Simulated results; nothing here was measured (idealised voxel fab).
A process module follows: voxel quadruple lines.
The width of the displayed cross-section, cut, is 230 nm; its cells are square, with a size of 5 nm.
Bands, listed from the top down, are how a cross-section gets written in this document; the cross-section itself is a grid of square cells, and a band is one or more rows of them.
Within each band entry, the heights of the top and of the bottom of the band appear first, in that order and in nm; the materials of the band then follow from left to right, each with its corresponding width in nm. The designation "full width" on a single material indicates that it fills the band from edge to edge; the designation "blank" indicates empty space.
The reference from which all heights are counted is 0, the level beneath which the as-received wafer is entirely one material; the lowest band, having no lower bound, proceeds downward and is written after the example "0 nm and below".
With a width like "30->40", each row of cells in the band differs from the next by the same amount, the top row carrying the first number and the bottom row the second.
Step note "no change" = no cross-section cell changed.
Look at "Enclosed cavity list" for the closed voids: empty spaces with no open path to the top, sized 8 cells or up. Each is width x height at distance, distance from the left edge, all nm.
On each step's line, the part that comes after the settings is the simulator's own comment on the step.
You can add "overlay nm" to a step's line. For a step with a mask, it describes how far the mask lay to the right of its planned position, and a negative number describes a lay to the left.
How should the pairs below be read? Each gives the cross-section before one process step and the cross-section after it, the latter drawn only to the lowest band that changed; the step that lies between them, with its settings, appears under the pair. Does a pair pick up where the pair above left off? Only where its entry headed "Before this step" says so, since pairs can come from different runs of this module on the same starting wafer.

## Before this step
	30 nm to 15 nm  blank 40 nm / SiN 5 nm / blank 15 nm / SiN 5 nm / blank 20 nm / SiN 5 nm / blank 15 nm / SiN 5 nm / blank 10 nm / SiN 5 nm / blank 15 nm / SiN 5 nm / blank 20 nm / SiN 5 nm / blank 15 nm / SiN 5 nm / blank 40 nm
	15 nm to 5 nm  blank 40 nm / W 5 nm / blank 15 nm / W 5 nm / blank 20 nm / W 5 nm / blank 15 nm / W 5 nm / blank 10 nm / W 5 nm / blank 15 nm / W 5 nm / blank 20 nm / W 5 nm / blank 15 nm / W 5 nm / blank 40 nm
	5 nm to 0 nm  Al2O3 full width
	0 nm and below  Si full width
	Enclosed cavity list: none

## Post-Step Cross-Section
	15 nm to 5 nm  blank 40 nm / W 5 nm / blank 15 nm / W 5 nm / blank 20 nm / W 5 nm / blank 15 nm / W 5 nm / blank 10 nm / W 5 nm / blank 15 nm / W 5 nm / blank 20 nm / W 5 nm / blank 15 nm / W 5 nm / blank 40 nm
	Under 5: no change, same as before.
	Enclosed cavity list: none
What was done to get from the before section above to the after section? STRIP [etch materials SiN]

Before this step: This step starts from the configuration shown after the step in the pair immediately above.

## Post-Step Cross-Section
	20 nm to 15 nm  lowk full width
	15 nm to 5 nm  lowk 40 nm / W 5 nm / lowk 15 nm / W 5 nm / lowk 20 nm / W 5 nm / lowk 15 nm / W 5 nm / lowk 10 nm / W 5 nm / lowk 15 nm / W 5 nm / lowk 20 nm / W 5 nm / lowk 15 nm / W 5 nm / lowk 40 nm
	Under 5: no change, same as before.
	Enclosed cavity list: none
What was done to get from the before section above to the after section? FILL_DEP [material lowk] [thk nm 5]

Before this step: This step starts from the configuration shown after the step in the pair immediately above.

## Post-Step Cross-Section
	15 nm to 5 nm  lowk 40 nm / W 5 nm / lowk 15 nm / W 5 nm / lowk 20 nm / W 5 nm / lowk 15 nm / W 5 nm / lowk 10 nm / W 5 nm / lowk 15 nm / W 5 nm / lowk 20 nm / W 5 nm / lowk 15 nm / W 5 nm / lowk 40 nm
	Under 5: no change, same as before.
	Enclosed cavity list: none
What was done to get from the before section above to the after section? CMP [height nm 15]

## Before this step
	55 nm to 30 nm  aC full width
	30 nm to 15 nm  polySi full width
	15 nm to 5 nm  W full width
	5 nm to 0 nm  Al2O3 full width
	0 nm and below  Si full width
	Enclosed cavity list: none

## Post-Step Cross-Section
	90 nm to 55 nm  blank 55 nm / resist 25 nm / blank 55 nm / resist 25 nm / blank 70 nm
	Under 55: no change, same as before.
	Enclosed cavity list: none
What was done to get from the before section above to the after section? PATTERN [tone cover] [mask id MANDREL] [material resist] [width nm 25] [pitch nm 80] [thk nm 35] [overlay nm -5]

Before this step: This step starts from the configuration shown after the step in the pair immediately above.

## Post-Step Cross-Section
	65 nm to 55 nm  blank 55 nm / resist 25 nm / blank 55 nm / resist 25 nm / blank 70 nm
	55 nm to 30 nm  blank 55 nm / aC 25 nm / blank 55 nm / aC 25 nm / blank 70 nm
	Under 30: no change, same as before.
	Enclosed cavity list: none
What was done to get from the before section above to the after section? DIRECTIONAL_ETCH [etch materials aC] [depth nm 25]

Before this step: This step starts from the configuration shown after the step in the pair immediately above.

## Post-Step Cross-Section
	55 nm to 30 nm  blank 55 nm / aC 25 nm / blank 55 nm / aC 25 nm / blank 70 nm
	Under 30: no change, same as before.
	Enclosed cavity list: none
What was done to get from the before section above to the after section? STRIP [etch materials resist]

Before this step: This step starts from the configuration shown after the step in the pair immediately above.

## Post-Step Cross-Section
	70 nm to 55 nm  blank 40 nm / SiO2 55 nm / blank 25 nm / SiO2 55 nm / blank 55 nm
	55 nm to 45 nm  blank 40 nm / SiO2 15 nm / aC 25 nm / SiO2 15 nm / blank 25 nm / SiO2 15 nm / aC 25 nm / SiO2 15 nm / blank 55 nm
	45 nm to 30 nm  SiO2 55 nm / aC 25 nm / SiO2 55 nm / aC 25 nm / SiO2 70 nm
	Under 30: no change, same as before.
	Enclosed cavity list: none
What was done to get from the before section above to the after section? CONFORMAL_DEP [material SiO2] [thk nm 15]

Before this step: This step starts from the configuration shown after the step in the pair immediately above.

## Post-Step Cross-Section
	55 nm to 30 nm  blank 40 nm / SiO2 15 nm / aC 25 nm / SiO2 15 nm / blank 25 nm / SiO2 15 nm / aC 25 nm / SiO2 15 nm / blank 55 nm
	Under 30: no change, same as before.
	Enclosed cavity list: none
What was done to get from the before section above to the after section? DIRECTIONAL_ETCH [etch materials SiO2] [depth nm 15]

Before this step: This step starts from the configuration shown after the step in the pair immediately above.

## Post-Step Cross-Section
	55 nm to 30 nm  blank 40 nm / SiO2 15 nm / blank 25 nm / SiO2 15 nm / blank 25 nm / SiO2 15 nm / blank 25 nm / SiO2 15 nm / blank 55 nm
	Under 30: no change, same as before.
	Enclosed cavity list: none
What was done to get from the before section above to the after section? STRIP [etch materials aC]

Before this step: This step starts from the configuration shown after the step in the pair immediately above.

## Post-Step Cross-Section
	55 nm to 30 nm  blank 40 nm / SiO2 15 nm / blank 25 nm / SiO2 15 nm / blank 25 nm / SiO2 15 nm / blank 25 nm / SiO2 15 nm / blank 55 nm
	30 nm to 15 nm  blank 40 nm / polySi 15 nm / blank 25 nm / polySi 15 nm / blank 25 nm / polySi 15 nm / blank 25 nm / polySi 15 nm / blank 55 nm
	Under 15: no change, same as before.
	Enclosed cavity list: none
What was done to get from the before section above to the after section? DIRECTIONAL_ETCH [etch materials polySi] [depth nm 15]

Before this step: This step starts from the configuration shown after the step in the pair immediately above.

## Post-Step Cross-Section
	30 nm to 15 nm  blank 40 nm / polySi 15 nm / blank 25 nm / polySi 15 nm / blank 25 nm / polySi 15 nm / blank 25 nm / polySi 15 nm / blank 55 nm
	Under 15: no change, same as before.
	Enclosed cavity list: none
What was done to get from the before section above to the after section? STRIP [etch materials SiO2]

Before this step: This step starts from the configuration shown after the step in the pair immediately above.

## Post-Step Cross-Section
	35 nm to 30 nm  blank 35 nm / SiN 25 nm / blank 15 nm / SiN 25 nm / blank 15 nm / SiN 25 nm / blank 15 nm / SiN 25 nm / blank 50 nm
	30 nm to 20 nm  blank 35 nm / SiN 5 nm / polySi 15 nm / SiN 5 nm / blank 15 nm / SiN 5 nm / polySi 15 nm / SiN 5 nm / blank 15 nm / SiN 5 nm / polySi 15 nm / SiN 5 nm / blank 15 nm / SiN 5 nm / polySi 15 nm / SiN 5 nm / blank 50 nm
	20 nm to 15 nm  SiN 40 nm / polySi 15 nm / SiN 25 nm / polySi 15 nm / SiN 25 nm / polySi 15 nm / SiN 25 nm / polySi 15 nm / SiN 55 nm
	Under 15: no change, same as before.
	Enclosed cavity list: none
What was done to get from the before section above to the after section? CONFORMAL_DEP [material SiN] [thk nm 5]

Before this step: This step starts from the configuration shown after the step in the pair immediately above.

## Post-Step Cross-Section
	30 nm to 15 nm  blank 35 nm / SiN 5 nm / polySi 15 nm / SiN 5 nm / blank 15 nm / SiN 5 nm / polySi 15 nm / SiN 5 nm / blank 15 nm / SiN 5 nm / polySi 15 nm / SiN 5 nm / blank 15 nm / SiN 5 nm / polySi 15 nm / SiN 5 nm / blank 50 nm
	Under 15: no change, same as before.
	Enclosed cavity list: none
What was done to get from the before section above to the after section? DIRECTIONAL_ETCH [etch materials SiN] [depth nm 5]

Before this step: This step starts from the configuration shown after the step in the pair immediately above.

## Post-Step Cross-Section
	30 nm to 15 nm  blank 35 nm / SiN 5 nm / blank 15 nm / SiN 5 nm / blank 15 nm / SiN 5 nm / blank 15 nm / SiN 5 nm / blank 15 nm / SiN 5 nm / blank 15 nm / SiN 5 nm / blank 15 nm / SiN 5 nm / blank 15 nm / SiN 5 nm / blank 50 nm
	Under 15: no change, same as before.
	Enclosed cavity list: none
What was done to get from the before section above to the after section? STRIP [etch materials polySi]

Before this step: This step starts from the configuration shown after the step in the pair immediately above.

## Post-Step Cross-Section
	30 nm to 15 nm  blank 35 nm / SiN 5 nm / blank 15 nm / SiN 5 nm / blank 15 nm / SiN 5 nm / blank 15 nm / SiN 5 nm / blank 15 nm / SiN 5 nm / blank 15 nm / SiN 5 nm / blank 15 nm / SiN 5 nm / blank 15 nm / SiN 5 nm / blank 50 nm
	15 nm to 5 nm  blank 35 nm / W 5 nm / blank 15 nm / W 5 nm / blank 15 nm / W 5 nm / blank 15 nm / W 5 nm / blank 15 nm / W 5 nm / blank 15 nm / W 5 nm / blank 15 nm / W 5 nm / blank 15 nm / W 5 nm / blank 50 nm
	Under 5: no change, same as before.
	Enclosed cavity list: none
What was done to get from the before section above to the after section? DIRECTIONAL_ETCH [etch materials W] [depth nm 10]

Before this step: This step starts from the configuration shown after the step in the pair immediately above.

## Post-Step Cross-Section
	15 nm to 5 nm  blank 35 nm / W 5 nm / blank 15 nm / W 5 nm / blank 15 nm / W 5 nm / blank 15 nm / W 5 nm / blank 15 nm / W 5 nm / blank 15 nm / W 5 nm / blank 15 nm / W 5 nm / blank 15 nm / W 5 nm / blank 50 nm
	Under 5: no change, same as before.
	Enclosed cavity list: none
What was done to get from the before section above to the after section? STRIP [etch materials SiN]

Before this step: This step starts from the configuration shown after the step in the pair immediately above.

## Post-Step Cross-Section
	20 nm to 15 nm  lowk full width
	15 nm to 5 nm  lowk 35 nm / W 5 nm / lowk 15 nm / W 5 nm / lowk 15 nm / W 5 nm / lowk 15 nm / W 5 nm / lowk 15 nm / W 5 nm / lowk 15 nm / W 5 nm / lowk 15 nm / W 5 nm / lowk 15 nm / W 5 nm / lowk 50 nm
	Under 5: no change, same as before.
	Enclosed cavity list: none
What was done to get from the before section above to the after section? FILL_DEP [material lowk] [thk nm 5]

Before this step: This step starts from the configuration shown after the step in the pair immediately above.

## Post-Step Cross-Section
	15 nm to 5 nm  lowk 35 nm / W 5 nm / lowk 15 nm / W 5 nm / lowk 15 nm / W 5 nm / lowk 15 nm / W 5 nm / lowk 15 nm / W 5 nm / lowk 15 nm / W 5 nm / lowk 15 nm / W 5 nm / lowk 15 nm / W 5 nm / lowk 50 nm
	Under 5: no change, same as before.
	Enclosed cavity list: none
What was done to get from the before section above to the after section? CMP [height nm 15]

## Before this step
	0 nm and below  Si full width
	Enclosed cavity list: none

## Post-Step Cross-Section
	5 nm to 0 nm  SiO2 full width
	Under 0: no change, same as before.
	Enclosed cavity list: none
What was done to get from the before section above to the after section? CONFORMAL_DEP [material SiO2] [thk nm 5]

Before this step: This step starts from the configuration shown after the step in the pair immediately above.

## Post-Step Cross-Section
	15 nm to 5 nm  W full width
	Under 5: no change, same as before.
	Enclosed cavity list: none
What was done to get from the before section above to the after section? DIRECTIONAL_DEP [material W] [thk nm 10]

Before this step: This step starts from the configuration shown after the step in the pair immediately above.

## Post-Step Cross-Section
	30 nm to 15 nm  polySi full width
	Under 15: no change, same as before.
	Enclosed cavity list: none
What was done to get from the before section above to the after section? DIRECTIONAL_DEP [material polySi] [thk nm 15]

Before this step: This step starts from the configuration shown after the step in the pair immediately above.

## Post-Step Cross-Section
	55 nm to 30 nm  aC full width
	Under 30: no change, same as before.
	Enclosed cavity list: none
What was done to get from the before section above to the after section? DIRECTIONAL_DEP [material aC] [thk nm 25]

Before this step: This step starts from the configuration shown after the step in the pair immediately above.

## Post-Step Cross-Section
	90 nm to 55 nm  blank 60 nm / resist 25 nm / blank 55 nm / resist 25 nm / blank 65 nm
	Under 55: no change, same as before.
	Enclosed cavity list: none
What was done to get from the before section above to the after section? PATTERN [tone cover] [mask id MANDREL] [material resist] [width nm 25] [pitch nm 80] [thk nm 35] [overlay nm 0]

Before this step: This step starts from the configuration shown after the step in the pair immediately above.

## Post-Step Cross-Section
	65 nm to 55 nm  blank 60 nm / resist 25 nm / blank 55 nm / resist 25 nm / blank 65 nm
	55 nm to 30 nm  blank 60 nm / aC 25 nm / blank 55 nm / aC 25 nm / blank 65 nm
	Under 30: no change, same as before.
	Enclosed cavity list: none
What was done to get from the before section above to the after section? DIRECTIONAL_ETCH [etch materials aC] [depth nm 25]

Before this step: This step starts from the configuration shown after the step in the pair immediately above.

## Post-Step Cross-Section
	55 nm to 30 nm  blank 60 nm / aC 25 nm / blank 55 nm / aC 25 nm / blank 65 nm
	Under 30: no change, same as before.
	Enclosed cavity list: none
What was done to get from the before section above to the after section? STRIP [etch materials resist]

Before this step: This step starts from the configuration shown after the step in the pair immediately above.

## Post-Step Cross-Section
	70 nm to 55 nm  blank 45 nm / SiO2 55 nm / blank 25 nm / SiO2 55 nm / blank 50 nm
	55 nm to 45 nm  blank 45 nm / SiO2 15 nm / aC 25 nm / SiO2 15 nm / blank 25 nm / SiO2 15 nm / aC 25 nm / SiO2 15 nm / blank 50 nm
	45 nm to 30 nm  SiO2 60 nm / aC 25 nm / SiO2 55 nm / aC 25 nm / SiO2 65 nm
	Under 30: no change, same as before.
	Enclosed cavity list: none
What was done to get from the before section above to the after section? CONFORMAL_DEP [material SiO2] [thk nm 15]

Before this step: This step starts from the configuration shown after the step in the pair immediately above.

## Post-Step Cross-Section
	55 nm to 30 nm  blank 45 nm / SiO2 15 nm / aC 25 nm / SiO2 15 nm / blank 25 nm / SiO2 15 nm / aC 25 nm / SiO2 15 nm / blank 50 nm
	Under 30: no change, same as before.
	Enclosed cavity list: none
What was done to get from the before section above to the after section? DIRECTIONAL_ETCH [etch materials SiO2] [depth nm 15]

Before this step: This step starts from the configuration shown after the step in the pair immediately above.

## Post-Step Cross-Section
	55 nm to 30 nm  blank 45 nm / SiO2 15 nm / blank 25 nm / SiO2 15 nm / blank 25 nm / SiO2 15 nm / blank 25 nm / SiO2 15 nm / blank 50 nm
	Under 30: no change, same as before.
	Enclosed cavity list: none
What was done to get from the before section above to the after section? STRIP [etch materials aC]

Before this step: This step starts from the configuration shown after the step in the pair immediately above.

## Post-Step Cross-Section
	55 nm to 30 nm  blank 45 nm / SiO2 15 nm / blank 25 nm / SiO2 15 nm / blank 25 nm / SiO2 15 nm / blank 25 nm / SiO2 15 nm / blank 50 nm
	30 nm to 15 nm  blank 45 nm / polySi 15 nm / blank 25 nm / polySi 15 nm / blank 25 nm / polySi 15 nm / blank 25 nm / polySi 15 nm / blank 50 nm
	Under 15: no change, same as before.
	Enclosed cavity list: none
What was done to get from the before section above to the after section? DIRECTIONAL_ETCH [etch materials polySi] [depth nm 15]

Before this step: This step starts from the configuration shown after the step in the pair immediately above.

## Post-Step Cross-Section
	30 nm to 15 nm  blank 45 nm / polySi 15 nm / blank 25 nm / polySi 15 nm / blank 25 nm / polySi 15 nm / blank 25 nm / polySi 15 nm / blank 50 nm
	Under 15: no change, same as before.
	Enclosed cavity list: none
What was done to get from the before section above to the after section? STRIP [etch materials SiO2]

Before this step: This step starts from the configuration shown after the step in the pair immediately above.

## Post-Step Cross-Section
	35 nm to 30 nm  blank 40 nm / SiN 25 nm / blank 15 nm / SiN 25 nm / blank 15 nm / SiN 25 nm / blank 15 nm / SiN 25 nm / blank 45 nm
	30 nm to 20 nm  blank 40 nm / SiN 5 nm / polySi 15 nm / SiN 5 nm / blank 15 nm / SiN 5 nm / polySi 15 nm / SiN 5 nm / blank 15 nm / SiN 5 nm / polySi 15 nm / SiN 5 nm / blank 15 nm / SiN 5 nm / polySi 15 nm / SiN 5 nm / blank 45 nm
	20 nm to 15 nm  SiN 45 nm / polySi 15 nm / SiN 25 nm / polySi 15 nm / SiN 25 nm / polySi 15 nm / SiN 25 nm / polySi 15 nm / SiN 50 nm
	Under 15: no change, same as before.
	Enclosed cavity list: none
What was done to get from the before section above to the after section? CONFORMAL_DEP [material SiN] [thk nm 5]

Before this step: This step starts from the configuration shown after the step in the pair immediately above.

## Post-Step Cross-Section
	30 nm to 15 nm  blank 40 nm / SiN 5 nm / polySi 15 nm / SiN 5 nm / blank 15 nm / SiN 5 nm / polySi 15 nm / SiN 5 nm / blank 15 nm / SiN 5 nm / polySi 15 nm / SiN 5 nm / blank 15 nm / SiN 5 nm / polySi 15 nm / SiN 5 nm / blank 45 nm
	Under 15: no change, same as before.
	Enclosed cavity list: none
What was done to get from the before section above to the after section? DIRECTIONAL_ETCH [etch materials SiN] [depth nm 5]

Before this step: This step starts from the configuration shown after the step in the pair immediately above.

## Post-Step Cross-Section
	30 nm to 15 nm  blank 40 nm / SiN 5 nm / blank 15 nm / SiN 5 nm / blank 15 nm / SiN 5 nm / blank 15 nm / SiN 5 nm / blank 15 nm / SiN 5 nm / blank 15 nm / SiN 5 nm / blank 15 nm / SiN 5 nm / blank 15 nm / SiN 5 nm / blank 45 nm
	Under 15: no change, same as before.
	Enclosed cavity list: none
What was done to get from the before section above to the after section? STRIP [etch materials polySi]

Before this step: This step starts from the configuration shown after the step in the pair immediately above.

## Post-Step Cross-Section
	30 nm to 15 nm  blank 40 nm / SiN 5 nm / blank 15 nm / SiN 5 nm / blank 15 nm / SiN 5 nm / blank 15 nm / SiN 5 nm / blank 15 nm / SiN 5 nm / blank 15 nm / SiN 5 nm / blank 15 nm / SiN 5 nm / blank 15 nm / SiN 5 nm / blank 45 nm
	15 nm to 5 nm  blank 40 nm / W 5 nm / blank 15 nm / W 5 nm / blank 15 nm / W 5 nm / blank 15 nm / W 5 nm / blank 15 nm / W 5 nm / blank 15 nm / W 5 nm / blank 15 nm / W 5 nm / blank 15 nm / W 5 nm / blank 45 nm
	Under 5: no change, same as before.
	Enclosed cavity list: none
What was done to get from the before section above to the after section? DIRECTIONAL_ETCH [etch materials W] [depth nm 10]

Before this step: This step starts from the configuration shown after the step in the pair immediately above.

## Post-Step Cross-Section
	15 nm to 5 nm  blank 40 nm / W 5 nm / blank 15 nm / W 5 nm / blank 15 nm / W 5 nm / blank 15 nm / W 5 nm / blank 15 nm / W 5 nm / blank 15 nm / W 5 nm / blank 15 nm / W 5 nm / blank 15 nm / W 5 nm / blank 45 nm
	Under 5: no change, same as before.
	Enclosed cavity list: none
What was done to get from the before section above to the after section? STRIP [etch materials SiN]

Before this step: This step starts from the configuration shown after the step in the pair immediately above.

## Post-Step Cross-Section
	20 nm to 15 nm  lowk full width
	15 nm to 5 nm  lowk 40 nm / W 5 nm / lowk 15 nm / W 5 nm / lowk 15 nm / W 5 nm / lowk 15 nm / W 5 nm / lowk 15 nm / W 5 nm / lowk 15 nm / W 5 nm / lowk 15 nm / W 5 nm / lowk 15 nm / W 5 nm / lowk 45 nm
	Under 5: no change, same as before.
	Enclosed cavity list: none
What was done to get from the before section above to the after section? FILL_DEP [material lowk] [thk nm 5]

Before this step: This step starts from the configuration shown after the step in the pair immediately above.

## Post-Step Cross-Section
	15 nm to 5 nm  lowk 40 nm / W 5 nm / lowk 15 nm / W 5 nm / lowk 15 nm / W 5 nm / lowk 15 nm / W 5 nm / lowk 15 nm / W 5 nm / lowk 15 nm / W 5 nm / lowk 15 nm / W 5 nm / lowk 15 nm / W 5 nm / lowk 45 nm
	Under 5: no change, same as before.
	Enclosed cavity list: none
What was done to get from the before section above to the after section? CMP [height nm 15]

## Before this step
	55 nm to 30 nm  aC full width
	30 nm to 15 nm  polySi full width
	15 nm to 5 nm  W full width
	5 nm to 0 nm  Al2O3 full width
	0 nm and below  Si full width
	Enclosed cavity list: none

## Post-Step Cross-Section
	90 nm to 55 nm  resist 60 nm / blank 25 nm / resist 55 nm / blank 25 nm / resist 65 nm
	Under 55: no change, same as before.
	Enclosed cavity list: none
What was done to get from the before section above to the after section? PATTERN [tone open] [mask id MANDREL] [material resist] [width nm 25] [pitch nm 80] [thk nm 35] [overlay nm 0]

Before this step: This step starts from the configuration shown after the step in the pair immediately above.

## Post-Step Cross-Section
	65 nm to 55 nm  resist 60 nm / blank 25 nm / resist 55 nm / blank 25 nm / resist 65 nm
	55 nm to 30 nm  aC 60 nm / blank 25 nm / aC 55 nm / blank 25 nm / aC 65 nm
	Under 30: no change, same as before.
	Enclosed cavity list: none
What was done to get from the before section above to the after section? DIRECTIONAL_ETCH [etch materials aC] [depth nm 25]

Before this step: This step starts from the configuration shown after the step in the pair immediately above.

## Post-Step Cross-Section
	55 nm to 30 nm  aC 60 nm / blank 25 nm / aC 55 nm / blank 25 nm / aC 65 nm
	Under 30: no change, same as before.
	Enclosed cavity list: none
What was done to get from the before section above to the after section? STRIP [etch materials resist]

Before this step: This step starts from the configuration shown after the step in the pair immediately above.

## Post-Step Cross-Section
	70 nm to 55 nm  SiO2 full width
	55 nm to 30 nm  aC 60 nm / SiO2 25 nm / aC 55 nm / SiO2 25 nm / aC 65 nm
	Under 30: no change, same as before.
	Enclosed cavity list: none
What was done to get from the before section above to the after section? CONFORMAL_DEP [material SiO2] [thk nm 15]

Before this step: This step starts from the configuration shown after the step in the pair immediately above.

## Post-Step Cross-Section
	55 nm to 30 nm  aC 60 nm / SiO2 25 nm / aC 55 nm / SiO2 25 nm / aC 65 nm
	Under 30: no change, same as before.
	Enclosed cavity list: none
What was done to get from the before section above to the after section? DIRECTIONAL_ETCH [etch materials SiO2] [depth nm 15]

Before this step: This step starts from the configuration shown after the step in the pair immediately above.

## Post-Step Cross-Section
	55 nm to 30 nm  blank 60 nm / SiO2 25 nm / blank 55 nm / SiO2 25 nm / blank 65 nm
	Under 30: no change, same as before.
	Enclosed cavity list: none
What was done to get from the before section above to the after section? STRIP [etch materials aC]

Before this step: This step starts from the configuration shown after the step in the pair immediately above.

## Post-Step Cross-Section
	55 nm to 30 nm  blank 60 nm / SiO2 25 nm / blank 55 nm / SiO2 25 nm / blank 65 nm
	30 nm to 15 nm  blank 60 nm / polySi 25 nm / blank 55 nm / polySi 25 nm / blank 65 nm
	Under 15: no change, same as before.
	Enclosed cavity list: none
What was done to get from the before section above to the after section? DIRECTIONAL_ETCH [etch materials polySi] [depth nm 15]

Before this step: This step starts from the configuration shown after the step in the pair immediately above.

## Post-Step Cross-Section
	30 nm to 15 nm  blank 60 nm / polySi 25 nm / blank 55 nm / polySi 25 nm / blank 65 nm
	Under 15: no change, same as before.
	Enclosed cavity list: none
What was done to get from the before section above to the after section? STRIP [etch materials SiO2]

Before this step: This step starts from the configuration shown after the step in the pair immediately above.

## Post-Step Cross-Section
	35 nm to 30 nm  blank 55 nm / SiN 35 nm / blank 45 nm / SiN 35 nm / blank 60 nm
	30 nm to 20 nm  blank 55 nm / SiN 5 nm / polySi 25 nm / SiN 5 nm / blank 45 nm / SiN 5 nm / polySi 25 nm / SiN 5 nm / blank 60 nm
	20 nm to 15 nm  SiN 60 nm / polySi 25 nm / SiN 55 nm / polySi 25 nm / SiN 65 nm
	Under 15: no change, same as before.
	Enclosed cavity list: none
What was done to get from the before section above to the after section? CONFORMAL_DEP [material SiN] [thk nm 5]

Before this step: This step starts from the configuration shown after the step in the pair immediately above.

## Post-Step Cross-Section
	30 nm to 15 nm  blank 55 nm / SiN 5 nm / polySi 25 nm / SiN 5 nm / blank 45 nm / SiN 5 nm / polySi 25 nm / SiN 5 nm / blank 60 nm
	Under 15: no change, same as before.
	Enclosed cavity list: none
What was done to get from the before section above to the after section? DIRECTIONAL_ETCH [etch materials SiN] [depth nm 5]

Before this step: This step starts from the configuration shown after the step in the pair immediately above.

## Post-Step Cross-Section
	30 nm to 15 nm  blank 55 nm / SiN 5 nm / blank 25 nm / SiN 5 nm / blank 45 nm / SiN 5 nm / blank 25 nm / SiN 5 nm / blank 60 nm
	Under 15: no change, same as before.
	Enclosed cavity list: none
What was done to get from the before section above to the after section? STRIP [etch materials polySi]

Before this step: This step starts from the configuration shown after the step in the pair immediately above.

## Post-Step Cross-Section
	30 nm to 15 nm  blank 55 nm / SiN 5 nm / blank 25 nm / SiN 5 nm / blank 45 nm / SiN 5 nm / blank 25 nm / SiN 5 nm / blank 60 nm
	15 nm to 5 nm  blank 55 nm / W 5 nm / blank 25 nm / W 5 nm / blank 45 nm / W 5 nm / blank 25 nm / W 5 nm / blank 60 nm
	Under 5: no change, same as before.
	Enclosed cavity list: none
What was done to get from the before section above to the after section? DIRECTIONAL_ETCH [etch materials W] [depth nm 10]

Before this step: This step starts from the configuration shown after the step in the pair immediately above.

## Post-Step Cross-Section
	15 nm to 5 nm  blank 55 nm / W 5 nm / blank 25 nm / W 5 nm / blank 45 nm / W 5 nm / blank 25 nm / W 5 nm / blank 60 nm
	Under 5: no change, same as before.
	Enclosed cavity list: none
What was done to get from the before section above to the after section? STRIP [etch materials SiN]

Before this step: This step starts from the configuration shown after the step in the pair immediately above.

## Post-Step Cross-Section
	20 nm to 15 nm  lowk full width
	15 nm to 5 nm  lowk 55 nm / W 5 nm / lowk 25 nm / W 5 nm / lowk 45 nm / W 5 nm / lowk 25 nm / W 5 nm / lowk 60 nm
	Under 5: no change, same as before.
	Enclosed cavity list: none
What was done to get from the before section above to the after section? FILL_DEP [material lowk] [thk nm 5]

Before this step: This step starts from the configuration shown after the step in the pair immediately above.

## Post-Step Cross-Section
	15 nm to 5 nm  lowk 55 nm / W 5 nm / lowk 25 nm / W 5 nm / lowk 45 nm / W 5 nm / lowk 25 nm / W 5 nm / lowk 60 nm
	Under 5: no change, same as before.
	Enclosed cavity list: none
What was done to get from the before section above to the after section? CMP [height nm 15]
